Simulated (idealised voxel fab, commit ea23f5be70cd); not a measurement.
process module | voxel capacitor over wiring
cross-section cut | 235 nm wide | cells 5 nm
A cross-section is a grid of square cells, given in bands from the top down. A band is one or more rows of cells.
Each band's line starts with the height of the band's top and of its bottom, in nm. Then come its materials from left to right, each with its width in nm. One material with "throughout" fills the band from edge to edge. "air" is empty space.
Height 0 is the level under which the wafer as received is all one material. The lowest band goes on downwards, as in "0 down".
A width such as "30 to 40" changes by the same amount from each row of cells to the next, from the band's top row to its bottom row.
"no change" after a step means that no cell of the cross-section changed.
closed voids: empty space of 8 cells or more with no open way to the top, each as width x height at its distance from the left edge, in nm
after a step's settings: what the simulator itself notes on the step
overlay nm, on a step with a mask: how far to the right of its planned place the mask lay; to the left if negative
plan
1 op RECEIVE | material Si
2 op CONFORMAL_DEP | material SiO2 | thk nm 10
3 op DIRECTIONAL_DEP | material TiN | thk nm 5
4 op DIRECTIONAL_DEP | material Ru | thk nm 25
5 op MASKED_ETCH | tone cover | mask id METAL_1 | width nm 30 | pitch nm 95 | etch materials Ru | depth nm 25 | overlay nm 0
6 op MASKED_ETCH | tone cover | mask id METAL_1 | width nm 30 | pitch nm 95 | etch materials TiN | depth nm 5 | overlay nm 0
7 op CONFORMAL_DEP | material SiCN | thk nm 5
8 op FILL_DEP | material SiO2 | thk nm 5
9 op CMP | height nm 40
10 op CONFORMAL_DEP | material SiCN | thk nm 5
11 op DIRECTIONAL_DEP | material SiO2 | thk nm 20
12 op PATTERN | tone open | mask id PLUG_1 | material resist | width nm 15 | thk nm 20 | overlay nm 0
13 op DIRECTIONAL_ETCH | etch materials SiO2 | depth nm 20
14 op DIRECTIONAL_ETCH | etch materials SiCN | depth nm 5
15 op STRIP | etch materials resist
16 op CONFORMAL_DEP | material TiN | thk nm 5
17 op FILL_DEP | material W | thk nm 10
18 op CMP | height nm 65
19 op DIRECTIONAL_DEP | material TiN | thk nm 10
20 op DIRECTIONAL_DEP | material Al2O3 | thk nm 5
21 op DIRECTIONAL_DEP | material TiN | thk nm 10
22 op MASKED_ETCH | tone cover | mask id UPPER_PLATE | width nm 70 | etch materials TiN | depth nm 10 | overlay nm 0
23 op MASKED_ETCH | tone cover | mask id UPPER_PLATE | width nm 70 | etch materials Al2O3 | depth nm 5 | overlay nm 0
24 op MASKED_ETCH | tone cover | mask id LOWER_PLATE | width nm 80 | etch materials TiN | depth nm 10 | overlay nm 0
25 op FILL_DEP | material SiO2 | thk nm 20
26 op CMP | height nm 105
27 op DIRECTIONAL_DEP | material aC | thk nm 10
28 op PATTERN | tone open | mask id PLUG_2 | material resist | width nm 15 | thk nm 30 | overlay nm 0
29 op DIRECTIONAL_ETCH | etch materials aC | depth nm 10
30 op STRIP | etch materials resist
31 op DIRECTIONAL_ETCH | etch materials SiO2 | depth nm 15
32 op STRIP | etch materials aC
33 op CONFORMAL_DEP | material TiN | thk nm 5
34 op FILL_DEP | material Ru | thk nm 5
35 op CMP | height nm 105
36 op CONFORMAL_DEP | material SiCN | thk nm 5
as received, after step 1
  0 down: Si throughout
  closed voids: none
first wafer at the end, as planned
  110 to 105: SiCN throughout
  105 to 95: SiO2 80 | TiN 5 | Ru 5 | TiN 5 | SiO2 140
  95 to 90: SiO2 80 | TiN 15 | SiO2 140
  90 to 80: SiO2 70 | TiN 70 | SiO2 95
  80 to 75: SiO2 70 | Al2O3 70 | SiO2 95
  75 to 65: SiO2 65 | TiN 80 | SiO2 90
  65 to 45: SiO2 70 | TiN 5 | W 5 | TiN 5 | SiO2 150
  45 to 40: SiCN 70 | TiN 15 | SiCN 150
  40 to 15: SiO2 50 | SiCN 5 | Ru 30 | SiCN 5 | SiO2 55 | SiCN 5 | Ru 30 | SiCN 5 | SiO2 50
  15 to 10: SiCN 55 | TiN 30 | SiCN 65 | TiN 30 | SiCN 55
  10 to 0: SiO2 throughout
  0 down: Si throughout
  closed voids: none
second wafer at the end: like start, like plan, one mistake
  110 to 90: SiCN throughout
  90 to 80: SiCN 70 | TiN 70 | SiCN 95
  80 to 75: SiCN 70 | Al2O3 70 | SiCN 95
  75 to 65: SiCN 65 | TiN 80 | SiCN 90
  65 to 45: SiO2 70 | TiN 5 | W 5 | TiN 5 | SiO2 150
  45 to 40: SiCN 70 | TiN 15 | SiCN 150
  40 to 15: SiO2 50 | SiCN 5 | Ru 30 | SiCN 5 | SiO2 55 | SiCN 5 | Ru 30 | SiCN 5 | SiO2 50
  15 to 10: SiCN 55 | TiN 30 | SiCN 65 | TiN 30 | SiCN 55
  10 to 0: SiO2 throughout
  0 down: Si throughout
  closed voids: none
what went wrong: step 25 ran as: op FILL_DEP | material SiCN | thk nm 20
at the end the second wafer has, in cells: 2 fewer of Ru | 302 more of SiCN | 293 fewer of SiO2 | 7 fewer of TiN
